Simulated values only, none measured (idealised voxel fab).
process module | voxel self aligned contacts
cross-section cut | 170 nm wide | cells 5 nm
A cross-section is a grid of square cells, given in bands from the top down. A band is one or more rows of cells.
Each band's line starts with the height of the band's top and of its bottom, in nm. Then come its materials from left to right, each with its width in nm. One material with "throughout" fills the band from edge to edge. "air" is empty space.
Height 0 is the level under which the wafer as received is all one material. The lowest band goes on downwards, as in "0 down".
A width such as "30 to 40" changes by the same amount from each row of cells to the next, from the band's top row to its bottom row.
"no change" after a step means that no cell of the cross-section changed.
closed voids: empty space of 8 cells or more with no open way to the top, each as width x height at its distance from the left edge, in nm
after a step's settings: what the simulator itself notes on the step
overlay nm, on a step with a mask: how far to the right of its planned place the mask lay; to the left if negative
plan
1 op RECEIVE | material Si
2 op OXIDIZE | depth nm 5
3 op DIRECTIONAL_DEP | material polySi | thk nm 25
4 op DIRECTIONAL_DEP | material SiN | thk nm 20
5 op DIRECTIONAL_DEP | material aC | thk nm 10
6 op PATTERN | tone cover | mask id GATE | material resist | width nm 30 | pitch nm 65 | thk nm 30 | overlay nm 0
7 op DIRECTIONAL_ETCH | etch materials aC | depth nm 10
8 op STRIP | etch materials resist
9 op DIRECTIONAL_ETCH | etch materials SiN | depth nm 20
10 op DIRECTIONAL_ETCH | etch materials polySi | depth nm 25
11 op STRIP | etch materials aC
12 op CONFORMAL_DEP | material SiN | thk nm 10
13 op DIRECTIONAL_ETCH | etch materials SiN | depth nm 10
14 op FILL_DEP | material SiO2 | thk nm 20
15 op CMP | height nm 55
16 op DIRECTIONAL_DEP | material aC | thk nm 10
17 op PATTERN | tone open | mask id CONTACT | material resist | width nm 35 | thk nm 25 | overlay nm 0
18 op DIRECTIONAL_ETCH | etch materials aC | depth nm 10
19 op STRIP | etch materials resist
20 op DIRECTIONAL_ETCH | etch materials SiO2 | depth nm 60
21 op STRIP | etch materials aC
22 op CONFORMAL_DEP | material TiN | thk nm 5
23 op FILL_DEP | material Ru | thk nm 10
24 op CMP | height nm 55
25 op CONFORMAL_DEP | material SiCN | thk nm 5
varied across the wafers: width nm of step 17. The plan shows the first wafer's value. All wafers start alike
first wafer as received, after step 1
  0 down: Si throughout
  closed voids: none
first wafer at the end, after step 25
  60 to 55: SiCN throughout
  55 to 45: SiO2 65 | TiN 5 to 15 | Ru 25 to 5 | TiN 5 to 15 | SiO2 70
  45 to 25: SiO2 25 | SiN 50 | TiN 5 | Ru 5 | TiN 5 | SiN 50 | SiO2 30
  25 to 0: SiO2 25 | SiN 10 | polySi 30 | SiN 10 | TiN 5 | Ru 5 | TiN 5 | SiN 10 | polySi 30 | SiN 10 | SiO2 30
  0 to -5: SiO2 75 | TiN 15 | SiO2 80
  -5 down: Si throughout
  closed voids: none
last wafer at the end
  60 to 55: SiCN throughout
  55 to 45: SiO2 55 | TiN 5 to 25 | Ru 50 to 5 | TiN 5 to 30 | SiO2 55
  45 to 25: SiO2 25 | SiN 50 | TiN 5 | Ru 5 | TiN 5 | SiN 50 | SiO2 30
  25 to 0: SiO2 25 | SiN 10 | polySi 30 | SiN 10 | TiN 5 | Ru 5 | TiN 5 | SiN 10 | polySi 30 | SiN 10 | SiO2 30
  0 to -5: SiO2 75 | TiN 15 | SiO2 80
  -5 down: Si throughout
  closed voids: none
each wafer at the end: cells of each material gained (+) or lost (-) since it was received, then its closed voids
width nm 35 | +15 Ru | -34 Si | +34 SiCN | +120 SiN | +184 SiO2 | +29 TiN | +60 polySi | closed voids: none
width nm 40 | +16 Ru | -34 Si | +34 SiCN | +120 SiN | +182 SiO2 | +30 TiN | +60 polySi | closed voids: none
width nm 45 | +17 Ru | -34 Si | +34 SiCN | +120 SiN | +180 SiO2 | +31 TiN | +60 polySi | closed voids: none
width nm 50 | +18 Ru | -34 Si | +34 SiCN | +120 SiN | +178 SiO2 | +32 TiN | +60 polySi | closed voids: none
width nm 55 | +19 Ru | -34 Si | +34 SiCN | +120 SiN | +176 SiO2 | +33 TiN | +60 polySi | closed voids: none
width nm 60 | +20 Ru | -34 Si | +34 SiCN | +120 SiN | +174 SiO2 | +34 TiN | +60 polySi | closed voids: none
